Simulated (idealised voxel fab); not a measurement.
Process module name: voxel ribs on slabs
Displayed cross-section: cut, width of 250 nm, square cells sized 5 nm.
The cross-sections in this document take the form of a grid made of square cells. They are written out as bands, in order from top to bottom. Each band consists of one or more rows of cells.
Band: top and bottom heights (nm) first, top before bottom; then materials from left to right, widths in nm. "full width" marks a sole material filling the band edge to edge. "blank" denotes empty space.
Height datum 0, below which the as-received substrate wafer is one material. Lowest band open at the bottom, running downward: "0 down".
Width "30..40": first value at the band's top row of cells, second value at its bottom row, equal change from row to row.
"no change", as given for a step, is the statement that not any cell of the cross-section underwent a change during that step.
"Sealed internal cavities": empty spaces of 8 cells or more with no open way to the top, each given as width x height at distance, distance from the left edge, all in nm.
Anything after a step's settings on that line? It's the simulator's own note about the step.
"overlay nm" denotes, for a step that has a mask, the displacement of the mask to the right of its planned place, with negative values corresponding to the left.
Planned process steps
1) RECEIVE (material Si)
2) DIRECTIONAL_DEP (material SiO2; thk nm 25)
3) DIRECTIONAL_DEP (material polySi; thk nm 15)
4) DIRECTIONAL_DEP (material aC; thk nm 15)
5) PATTERN (tone cover; mask id RIB; material resist; width nm 20; thk nm 35; overlay nm 0)
6) DIRECTIONAL_ETCH (etch materials aC; depth nm 15)
7) STRIP (etch materials resist)
8) DIRECTIONAL_ETCH (etch materials polySi; depth nm 10)
9) STRIP (etch materials aC)
10) PATTERN (tone cover; mask id SLAB; material resist; width nm 50; thk nm 15; overlay nm 0)
11) DIRECTIONAL_ETCH (etch materials polySi; depth nm 5)
12) STRIP (etch materials resist)
13) FILL_DEP (material SiO2; thk nm 30)
14) CMP (height nm 60)
15) DIRECTIONAL_DEP (material W; thk nm 5)
16) PATTERN (tone cover; mask id HEATER; material resist; width nm 30; thk nm 20; overlay nm 0)
17) DIRECTIONAL_ETCH (etch materials W; depth nm 5)
18) STRIP (etch materials resist)
19) CONFORMAL_DEP (material SiN; thk nm 5)
So this is the incoming wafer in cross-section - it's already been through step 1
> 0 down: Si full width
> Sealed internal cavities: none
Cross-sectional image of the first of two wafers at the end of the module, the run having proceeded as planned
> 70 to 65: 105 nm blank; 40 nm SiN; 105 nm blank
> 65 to 60: 110 nm SiN; 30 nm W; 110 nm SiN
> 60 to 40: SiO2 full width
> 40 to 30: 115 nm SiO2; 20 nm polySi; 115 nm SiO2
> 30 to 25: 100 nm SiO2; 50 nm polySi; 100 nm SiO2
> 25 to 0: SiO2 full width
> 0 down: Si full width
> Sealed internal cavities: none
This is the second of the two wafers, cross-sectioned at the end of the module; it started exactly like the first and was given the same plan, but it was run with one mistake
> 70 to 65: 105 nm blank; 40 nm SiN; 105 nm blank
> 65 to 60: 110 nm SiN; 30 nm W; 110 nm SiN
> 60 to 40: SiO2 full width
> 40 to 30: 115 nm SiO2; 20 nm polySi; 115 nm SiO2
> 30 to 25: 105 nm SiO2; 40 nm polySi; 105 nm SiO2
> 25 to 0: SiO2 full width
> 0 down: Si full width
> Sealed internal cavities: none
Diagnosis: step 10 did not happen as planned, as run it was PATTERN (tone cover; mask id SLAB; material resist; width nm 40; thk nm 15; overlay nm 0)
FYI, end of process, the second wafer has more or fewer cells of some materials than the first: 2 more of SiO2; 2 fewer of polySi
